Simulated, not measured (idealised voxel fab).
Process module, titled voxel capacitor over wiring
In the cross-section labelled cut, the width is 160 nm and each square cell is 5 nm.
When this document writes out a cross-section, it uses a grid of square cells and lists it as bands, beginning at the top and moving down, with a band standing for one or more rows of cells. Top, bottom (nm), then materials left to right with widths (nm); lone material tagged "full width" fills the whole band edge to edge; "blank" = empty space. Height is counted from the level 0, under which the received wafer is composed throughout of one material. The lowest of the bands is not closed at the bottom but continues downward, in the notation "from 0 down". Width "30 to 40": first value at the band's top row of cells, second value at its bottom row, equal change from row to row. When a step is marked "remained the same", none of the cells in the cross-section changed during that step. This entry, "Closed empty spaces", enumerates those empty regions of no fewer than 8 cells that possess no open connection to the top. Each region is reported in the form width x height at distance, the distance being taken from the left edge, with all three quantities expressed in nm. Past the settings on a step's line: simulator remark, on that step. The line of a step may include "overlay nm". On a step with a mask, this value is how far to the right of its planned place the mask lay. A negative value means the mask lay to the left.
# The following list gives the planned process steps
1) RECEIVE [material Si]
2) CONFORMAL_DEP [material SiO2] [thk nm 10]
3) DIRECTIONAL_DEP [material TiN] [thk nm 5]
4) DIRECTIONAL_DEP [material Ru] [thk nm 15]
5) PATTERN [tone cover] [mask id METAL_1] [material resist] [width nm 25] [pitch nm 95] [thk nm 20] [overlay nm 0]
6) DIRECTIONAL_ETCH [etch materials Ru] [depth nm 15]
7) DIRECTIONAL_ETCH [etch materials TiN] [depth nm 5]
8) STRIP [etch materials resist]
9) CONFORMAL_DEP [material SiCN] [thk nm 5]
10) FILL_DEP [material SiO2] [thk nm 5]
11) CMP [height nm 30]
12) CONFORMAL_DEP [material SiCN] [thk nm 5]
13) DIRECTIONAL_DEP [material SiO2] [thk nm 15]
14) DIRECTIONAL_DEP [material aC] [thk nm 10]
15) PATTERN [tone open] [mask id PLUG_1] [material resist] [width nm 15] [thk nm 25] [overlay nm 0]
16) DIRECTIONAL_ETCH [etch materials aC] [depth nm 10]
17) STRIP [etch materials resist]
18) DIRECTIONAL_ETCH [etch materials SiO2] [depth nm 15]
19) DIRECTIONAL_ETCH [etch materials SiCN] [depth nm 5]
20) STRIP [etch materials aC]
21) CONFORMAL_DEP [material TiN] [thk nm 5]
22) FILL_DEP [material Cu] [thk nm 5]
23) CMP [height nm 50]
24) DIRECTIONAL_DEP [material TiN] [thk nm 10]
25) DIRECTIONAL_DEP [material HfO2] [thk nm 5]
26) DIRECTIONAL_DEP [material TiN] [thk nm 10]
27) DIRECTIONAL_DEP [material aC] [thk nm 10]
28) PATTERN [tone cover] [mask id UPPER_PLATE] [material resist] [width nm 75] [thk nm 30] [overlay nm 0]
29) DIRECTIONAL_ETCH [etch materials aC] [depth nm 10]
30) STRIP [etch materials resist]
31) DIRECTIONAL_ETCH [etch materials TiN] [depth nm 10]
32) DIRECTIONAL_ETCH [etch materials HfO2] [depth nm 5]
33) STRIP [etch materials aC]
34) DIRECTIONAL_DEP [material aC] [thk nm 10]
35) PATTERN [tone cover] [mask id LOWER_PLATE] [material resist] [width nm 85] [thk nm 25] [overlay nm 0]
36) DIRECTIONAL_ETCH [etch materials aC] [depth nm 10]
37) STRIP [etch materials resist]
38) DIRECTIONAL_ETCH [etch materials TiN] [depth nm 10]
39) STRIP [etch materials aC]
40) FILL_DEP [material SiO2] [thk nm 20]
41) CMP [height nm 90]
42) MASKED_ETCH [tone open] [mask id PLUG_2] [width nm 15] [etch materials SiO2] [depth nm 15] [overlay nm 0]
43) CONFORMAL_DEP [material TiN] [thk nm 5]
44) FILL_DEP [material Cu] [thk nm 5]
45) CMP [height nm 90]
46) CONFORMAL_DEP [material SiN] [thk nm 5]
# First wafer, two in total, run as planned
# Delivered wafer in cross-section: state after step 1
	from 0 down  Si full width
	Closed empty spaces: none
# Once step 2 is through, the wafer looks like this in cross-section
	from 10 to 0  SiO2 full width
	Beneath the level 0, the cross-section is identical to its previous state.
# Once step 3 is through, the wafer looks like this in cross-section
	from 15 to 10  TiN full width
	Beneath the level 10, the cross-section is identical to its previous state.
# Once step 4 is through, the wafer looks like this in cross-section
	from 30 to 15  Ru full width
	Beneath the level 15, the cross-section is identical to its previous state.
# Once step 5 is through, the wafer looks like this in cross-section
	from 50 to 30  blank 20 nm, then resist 25 nm, then blank 70 nm, then resist 25 nm, then blank 20 nm
	Beneath the level 30, the cross-section is identical to its previous state.
# Once step 6 is through, the wafer looks like this in cross-section
	from 50 to 30  blank 20 nm, then resist 25 nm, then blank 70 nm, then resist 25 nm, then blank 20 nm
	from 30 to 15  blank 20 nm, then Ru 25 nm, then blank 70 nm, then Ru 25 nm, then blank 20 nm
	Beneath the level 15, the cross-section is identical to its previous state.
# Once step 7 is through, the wafer looks like this in cross-section
	from 50 to 30  blank 20 nm, then resist 25 nm, then blank 70 nm, then resist 25 nm, then blank 20 nm
	from 30 to 15  blank 20 nm, then Ru 25 nm, then blank 70 nm, then Ru 25 nm, then blank 20 nm
	from 15 to 10  blank 20 nm, then TiN 25 nm, then blank 70 nm, then TiN 25 nm, then blank 20 nm
	Beneath the level 10, the cross-section is identical to its previous state.
# Once step 8 is through, the wafer looks like this in cross-section
	from 30 to 15  blank 20 nm, then Ru 25 nm, then blank 70 nm, then Ru 25 nm, then blank 20 nm
	Beneath the level 15, the cross-section is identical to its previous state.
# Once step 9 is through, the wafer looks like this in cross-section
	from 35 to 30  blank 15 nm, then SiCN 35 nm, then blank 60 nm, then SiCN 35 nm, then blank 15 nm
	from 30 to 15  blank 15 nm, then SiCN 5 nm, then Ru 25 nm, then SiCN 5 nm, then blank 60 nm, then SiCN 5 nm, then Ru 25 nm, then SiCN 5 nm, then blank 15 nm
	from 15 to 10  SiCN 20 nm, then TiN 25 nm, then SiCN 70 nm, then TiN 25 nm, then SiCN 20 nm
	Beneath the level 10, the cross-section is identical to its previous state.
# Once step 10 is through, the wafer looks like this in cross-section
	from 40 to 35  SiO2 full width
	from 35 to 30  SiO2 15 nm, then SiCN 35 nm, then SiO2 60 nm, then SiCN 35 nm, then SiO2 15 nm
	from 30 to 15  SiO2 15 nm, then SiCN 5 nm, then Ru 25 nm, then SiCN 5 nm, then SiO2 60 nm, then SiCN 5 nm, then Ru 25 nm, then SiCN 5 nm, then SiO2 15 nm
	Beneath the level 15, the cross-section is identical to its previous state.
# Once step 11 is through, the wafer looks like this in cross-section
	from 30 to 15  SiO2 15 nm, then SiCN 5 nm, then Ru 25 nm, then SiCN 5 nm, then SiO2 60 nm, then SiCN 5 nm, then Ru 25 nm, then SiCN 5 nm, then SiO2 15 nm
	Beneath the level 15, the cross-section is identical to its previous state.
# Once step 12 is through, the wafer looks like this in cross-section
	from 35 to 30  SiCN full width
	Beneath the level 30, the cross-section is identical to its previous state.
# Once step 13 is through, the wafer looks like this in cross-section
	from 50 to 35  SiO2 full width
	Beneath the level 35, the cross-section is identical to its previous state.
# Once step 14 is through, the wafer looks like this in cross-section
	from 60 to 50  aC full width
	Beneath the level 50, the cross-section is identical to its previous state.
# Once step 15 is through, the wafer looks like this in cross-section
	from 85 to 60  resist 30 nm, then blank 15 nm, then resist 115 nm
	Beneath the level 60, the cross-section is identical to its previous state.
# Once step 16 is through, the wafer looks like this in cross-section
	from 75 to 60  resist 30 nm, then blank 15 nm, then resist 115 nm
	from 60 to 50  aC 30 nm, then blank 15 nm, then aC 115 nm
	Beneath the level 50, the cross-section is identical to its previous state.
# Once step 17 is through, the wafer looks like this in cross-section
	from 60 to 50  aC 30 nm, then blank 15 nm, then aC 115 nm
	Beneath the level 50, the cross-section is identical to its previous state.
# Once step 18 is through, the wafer looks like this in cross-section
	from 60 to 50  aC 30 nm, then blank 15 nm, then aC 115 nm
	from 50 to 35  SiO2 30 nm, then blank 15 nm, then SiO2 115 nm
	Beneath the level 35, the cross-section is identical to its previous state.
# Once step 19 is through, the wafer looks like this in cross-section
	from 60 to 50  aC 30 nm, then blank 15 nm, then aC 115 nm
	from 50 to 35  SiO2 30 nm, then blank 15 nm, then SiO2 115 nm
	from 35 to 30  SiCN 30 nm, then blank 15 nm, then SiCN 115 nm
	Beneath the level 30, the cross-section is identical to its previous state.
# Once step 20 is through, the wafer looks like this in cross-section
	from 50 to 35  SiO2 30 nm, then blank 15 nm, then SiO2 115 nm
	Beneath the level 35, the cross-section is identical to its previous state.
# Once step 21 is through, the wafer looks like this in cross-section
	from 55 to 50  TiN 35 nm, then blank 5 nm, then TiN 120 nm
	from 50 to 35  SiO2 30 nm, then TiN 5 nm, then blank 5 nm, then TiN 5 nm, then SiO2 115 nm
	from 35 to 30  SiCN 30 nm, then TiN 15 nm, then SiCN 115 nm
	Beneath the level 30, the cross-section is identical to its previous state.
# Once step 22 is through, the wafer looks like this in cross-section
	from 60 to 55  Cu full width
	from 55 to 50  TiN 35 nm, then Cu 5 nm, then TiN 120 nm
	from 50 to 35  SiO2 30 nm, then TiN 5 nm, then Cu 5 nm, then TiN 5 nm, then SiO2 115 nm
	Beneath the level 35, the cross-section is identical to its previous state.
# Once step 23 is through, the wafer looks like this in cross-section
	from 50 to 35  SiO2 30 nm, then TiN 5 nm, then Cu 5 nm, then TiN 5 nm, then SiO2 115 nm
	Beneath the level 35, the cross-section is identical to its previous state.
# Once step 24 is through, the wafer looks like this in cross-section
	from 60 to 50  TiN full width
	Beneath the level 50, the cross-section is identical to its previous state.
# Once step 25 is through, the wafer looks like this in cross-section
	from 65 to 60  HfO2 full width
	Beneath the level 60, the cross-section is identical to its previous state.
# Once step 26 is through, the wafer looks like this in cross-section
	from 75 to 65  TiN full width
	Beneath the level 65, the cross-section is identical to its previous state.
# Once step 27 is through, the wafer looks like this in cross-section
	from 85 to 75  aC full width
	Beneath the level 75, the cross-section is identical to its previous state.
# Once step 28 is through, the wafer looks like this in cross-section
	from 115 to 85  blank 30 nm, then resist 75 nm, then blank 55 nm
	Beneath the level 85, the cross-section is identical to its previous state.
# Once step 29 is through, the wafer looks like this in cross-section
	from 105 to 85  blank 30 nm, then resist 75 nm, then blank 55 nm
	from 85 to 75  blank 30 nm, then aC 75 nm, then blank 55 nm
	Beneath the level 75, the cross-section is identical to its previous state.
# Once step 30 is through, the wafer looks like this in cross-section
	from 85 to 75  blank 30 nm, then aC 75 nm, then blank 55 nm
	Beneath the level 75, the cross-section is identical to its previous state.
# Once step 31 is through, the wafer looks like this in cross-section
	from 85 to 75  blank 30 nm, then aC 75 nm, then blank 55 nm
	from 75 to 65  blank 30 nm, then TiN 75 nm, then blank 55 nm
	Beneath the level 65, the cross-section is identical to its previous state.
# Once step 32 is through, the wafer looks like this in cross-section
	from 85 to 75  blank 30 nm, then aC 75 nm, then blank 55 nm
	from 75 to 65  blank 30 nm, then TiN 75 nm, then blank 55 nm
	from 65 to 60  blank 30 nm, then HfO2 75 nm, then blank 55 nm
	Beneath the level 60, the cross-section is identical to its previous state.
# Once step 33 is through, the wafer looks like this in cross-section
	from 75 to 65  blank 30 nm, then TiN 75 nm, then blank 55 nm
	Beneath the level 65, the cross-section is identical to its previous state.
# Once step 34 is through, the wafer looks like this in cross-section
	from 85 to 75  blank 30 nm, then aC 75 nm, then blank 55 nm
	from 75 to 70  blank 30 nm, then TiN 75 nm, then blank 55 nm
	from 70 to 65  aC 30 nm, then TiN 75 nm, then aC 55 nm
	from 65 to 60  aC 30 nm, then HfO2 75 nm, then aC 55 nm
	Beneath the level 60, the cross-section is identical to its previous state.
# Once step 35 is through, the wafer looks like this in cross-section
	from 110 to 85  blank 25 nm, then resist 85 nm, then blank 50 nm
	from 85 to 75  blank 25 nm, then resist 5 nm, then aC 75 nm, then resist 5 nm, then blank 50 nm
	from 75 to 70  blank 25 nm, then resist 5 nm, then TiN 75 nm, then resist 5 nm, then blank 50 nm
	Beneath the level 70, the cross-section is identical to its previous state.
# Once step 36 is through, the wafer looks like this in cross-section
	from 100 to 85  blank 25 nm, then resist 85 nm, then blank 50 nm
	from 85 to 75  blank 25 nm, then resist 5 nm, then aC 75 nm, then resist 5 nm, then blank 50 nm
	from 75 to 70  blank 25 nm, then resist 5 nm, then TiN 75 nm, then resist 5 nm, then blank 50 nm
	from 70 to 65  blank 25 nm, then aC 5 nm, then TiN 75 nm, then aC 5 nm, then blank 50 nm
	from 65 to 60  blank 25 nm, then aC 5 nm, then HfO2 75 nm, then aC 5 nm, then blank 50 nm
	Beneath the level 60, the cross-section is identical to its previous state.
# Once step 37 is through, the wafer looks like this in cross-section
	from 85 to 75  blank 30 nm, then aC 75 nm, then blank 55 nm
	from 75 to 70  blank 30 nm, then TiN 75 nm, then blank 55 nm
	Beneath the level 70, the cross-section is identical to its previous state.
# Once step 38 is through, the wafer looks like this in cross-section
	from 85 to 75  blank 30 nm, then aC 75 nm, then blank 55 nm
	from 75 to 70  blank 30 nm, then TiN 75 nm, then blank 55 nm
	from 70 to 65  blank 25 nm, then aC 5 nm, then TiN 75 nm, then aC 5 nm, then blank 50 nm
	from 65 to 60  blank 25 nm, then aC 5 nm, then HfO2 75 nm, then aC 5 nm, then blank 50 nm
	from 60 to 50  blank 25 nm, then TiN 85 nm, then blank 50 nm
	Beneath the level 50, the cross-section is identical to its previous state.
# Once step 39 is through, the wafer looks like this in cross-section
	from 75 to 65  blank 30 nm, then TiN 75 nm, then blank 55 nm
	from 65 to 60  blank 30 nm, then HfO2 75 nm, then blank 55 nm
	Beneath the level 60, the cross-section is identical to its previous state.
# Once step 40 is through, the wafer looks like this in cross-section
	from 95 to 75  SiO2 full width
	from 75 to 65  SiO2 30 nm, then TiN 75 nm, then SiO2 55 nm
	from 65 to 60  SiO2 30 nm, then HfO2 75 nm, then SiO2 55 nm
	from 60 to 50  SiO2 25 nm, then TiN 85 nm, then SiO2 50 nm
	Beneath the level 50, the cross-section is identical to its previous state.
# Once step 41 is through, the wafer looks like this in cross-section
	from 90 to 75  SiO2 full width
	Beneath the level 75, the cross-section is identical to its previous state.
# Once step 42 is through, the wafer looks like this in cross-section
	from 90 to 75  SiO2 40 nm, then blank 15 nm, then SiO2 105 nm
	Beneath the level 75, the cross-section is identical to its previous state.
# Once step 43 is through, the wafer looks like this in cross-section
	from 95 to 90  TiN 45 nm, then blank 5 nm, then TiN 110 nm
	from 90 to 80  SiO2 40 nm, then TiN 5 nm, then blank 5 nm, then TiN 5 nm, then SiO2 105 nm
	from 80 to 75  SiO2 40 nm, then TiN 15 nm, then SiO2 105 nm
	Beneath the level 75, the cross-section is identical to its previous state.
# Once step 44 is through, the wafer looks like this in cross-section
	from 100 to 95  Cu full width
	from 95 to 90  TiN 45 nm, then Cu 5 nm, then TiN 110 nm
	from 90 to 80  SiO2 40 nm, then TiN 5 nm, then Cu 5 nm, then TiN 5 nm, then SiO2 105 nm
	Beneath the level 80, the cross-section is identical to its previous state.
# Once step 45 is through, the wafer looks like this in cross-section
	from 90 to 80  SiO2 40 nm, then TiN 5 nm, then Cu 5 nm, then TiN 5 nm, then SiO2 105 nm
	Beneath the level 80, the cross-section is identical to its previous state.
# Once step 46 is through, the wafer looks like this in cross-section
	from 95 to 90  SiN full width
	Beneath the level 90, the cross-section is identical to its previous state.
# Wafer two of the pair: same origin, same plan, one error during the run; identical to wafer one up to and including step 27
# when step 28 should have ended
	from 115 to 85  blank 35 nm, then resist 70 nm, then blank 55 nm
	Beneath the level 85, the cross-section is identical to its previous state.
# when step 29 should have ended
	from 105 to 85  blank 35 nm, then resist 70 nm, then blank 55 nm
	from 85 to 75  blank 35 nm, then aC 70 nm, then blank 55 nm
	Beneath the level 75, the cross-section is identical to its previous state.
# when step 30 should have ended
	from 85 to 75  blank 35 nm, then aC 70 nm, then blank 55 nm
	Beneath the level 75, the cross-section is identical to its previous state.
# when step 31 should have ended
	from 85 to 75  blank 35 nm, then aC 70 nm, then blank 55 nm
	from 75 to 65  blank 35 nm, then TiN 70 nm, then blank 55 nm
	Beneath the level 65, the cross-section is identical to its previous state.
# when step 32 should have ended
	from 85 to 75  blank 35 nm, then aC 70 nm, then blank 55 nm
	from 75 to 65  blank 35 nm, then TiN 70 nm, then blank 55 nm
	from 65 to 60  blank 35 nm, then HfO2 70 nm, then blank 55 nm
	Beneath the level 60, the cross-section is identical to its previous state.
# when step 33 should have ended
	from 75 to 65  blank 35 nm, then TiN 70 nm, then blank 55 nm
	Beneath the level 65, the cross-section is identical to its previous state.
# when step 34 should have ended
	from 85 to 75  blank 35 nm, then aC 70 nm, then blank 55 nm
	from 75 to 70  blank 35 nm, then TiN 70 nm, then blank 55 nm
	from 70 to 65  aC 35 nm, then TiN 70 nm, then aC 55 nm
	from 65 to 60  aC 35 nm, then HfO2 70 nm, then aC 55 nm
	Beneath the level 60, the cross-section is identical to its previous state.
# when step 35 should have ended
	from 110 to 85  blank 25 nm, then resist 85 nm, then blank 50 nm
	from 85 to 75  blank 25 nm, then resist 10 nm, then aC 70 nm, then resist 5 nm, then blank 50 nm
	from 75 to 70  blank 25 nm, then resist 10 nm, then TiN 70 nm, then resist 5 nm, then blank 50 nm
	Beneath the level 70, the cross-section is identical to its previous state.
# when step 36 should have ended
	from 100 to 85  blank 25 nm, then resist 85 nm, then blank 50 nm
	from 85 to 75  blank 25 nm, then resist 10 nm, then aC 70 nm, then resist 5 nm, then blank 50 nm
	from 75 to 70  blank 25 nm, then resist 10 nm, then TiN 70 nm, then resist 5 nm, then blank 50 nm
	from 70 to 65  blank 25 nm, then aC 10 nm, then TiN 70 nm, then aC 5 nm, then blank 50 nm
	from 65 to 60  blank 25 nm, then aC 10 nm, then HfO2 70 nm, then aC 5 nm, then blank 50 nm
	Beneath the level 60, the cross-section is identical to its previous state.
# when step 37 should have ended
	from 85 to 75  blank 35 nm, then aC 70 nm, then blank 55 nm
	from 75 to 70  blank 35 nm, then TiN 70 nm, then blank 55 nm
	Beneath the level 70, the cross-section is identical to its previous state.
# when step 38 should have ended
	from 85 to 75  blank 35 nm, then aC 70 nm, then blank 55 nm
	from 75 to 70  blank 35 nm, then TiN 70 nm, then blank 55 nm
	from 70 to 65  blank 25 nm, then aC 10 nm, then TiN 70 nm, then aC 5 nm, then blank 50 nm
	from 65 to 60  blank 25 nm, then aC 10 nm, then HfO2 70 nm, then aC 5 nm, then blank 50 nm
	from 60 to 50  blank 25 nm, then TiN 85 nm, then blank 50 nm
	Beneath the level 50, the cross-section is identical to its previous state.
# when step 39 should have ended
	from 75 to 65  blank 35 nm, then TiN 70 nm, then blank 55 nm
	from 65 to 60  blank 35 nm, then HfO2 70 nm, then blank 55 nm
	Beneath the level 60, the cross-section is identical to its previous state.
# when step 40 should have ended
	from 95 to 75  SiO2 full width
	from 75 to 65  SiO2 35 nm, then TiN 70 nm, then SiO2 55 nm
	from 65 to 60  SiO2 35 nm, then HfO2 70 nm, then SiO2 55 nm
	from 60 to 50  SiO2 25 nm, then TiN 85 nm, then SiO2 50 nm
	Beneath the level 50, the cross-section is identical to its previous state.
# when step 41 should have ended
	from 90 to 75  SiO2 full width
	Beneath the level 75, the cross-section is identical to its previous state.
# when step 42 should have ended
	from 90 to 75  SiO2 40 nm, then blank 15 nm, then SiO2 105 nm
	Beneath the level 75, the cross-section is identical to its previous state.
# when step 43 should have ended
	from 95 to 90  TiN 45 nm, then blank 5 nm, then TiN 110 nm
	from 90 to 80  SiO2 40 nm, then TiN 5 nm, then blank 5 nm, then TiN 5 nm, then SiO2 105 nm
	from 80 to 75  SiO2 40 nm, then TiN 15 nm, then SiO2 105 nm
	Beneath the level 75, the cross-section is identical to its previous state.
# when step 44 should have ended
	from 100 to 95  Cu full width
	from 95 to 90  TiN 45 nm, then Cu 5 nm, then TiN 110 nm
	from 90 to 80  SiO2 40 nm, then TiN 5 nm, then Cu 5 nm, then TiN 5 nm, then SiO2 105 nm
	Beneath the level 80, the cross-section is identical to its previous state.
# when step 45 should have ended
	from 90 to 80  SiO2 40 nm, then TiN 5 nm, then Cu 5 nm, then TiN 5 nm, then SiO2 105 nm
	Beneath the level 80, the cross-section is identical to its previous state.
# when step 46 should have ended
	from 95 to 90  SiN full width
	Beneath the level 90, the cross-section is identical to its previous state.
So what did we get wrong on this run? for step 28, the planned setting was not used; the step was instead run as PATTERN [tone cover] [mask id UPPER_PLATE] [material resist] [width nm 70] [thk nm 30] [overlay nm 0]
FYI, end of process, the second wafer has more or fewer cells of some materials than the first: HfO2: 1 fewer; SiO2: 3 more; TiN: 2 fewer
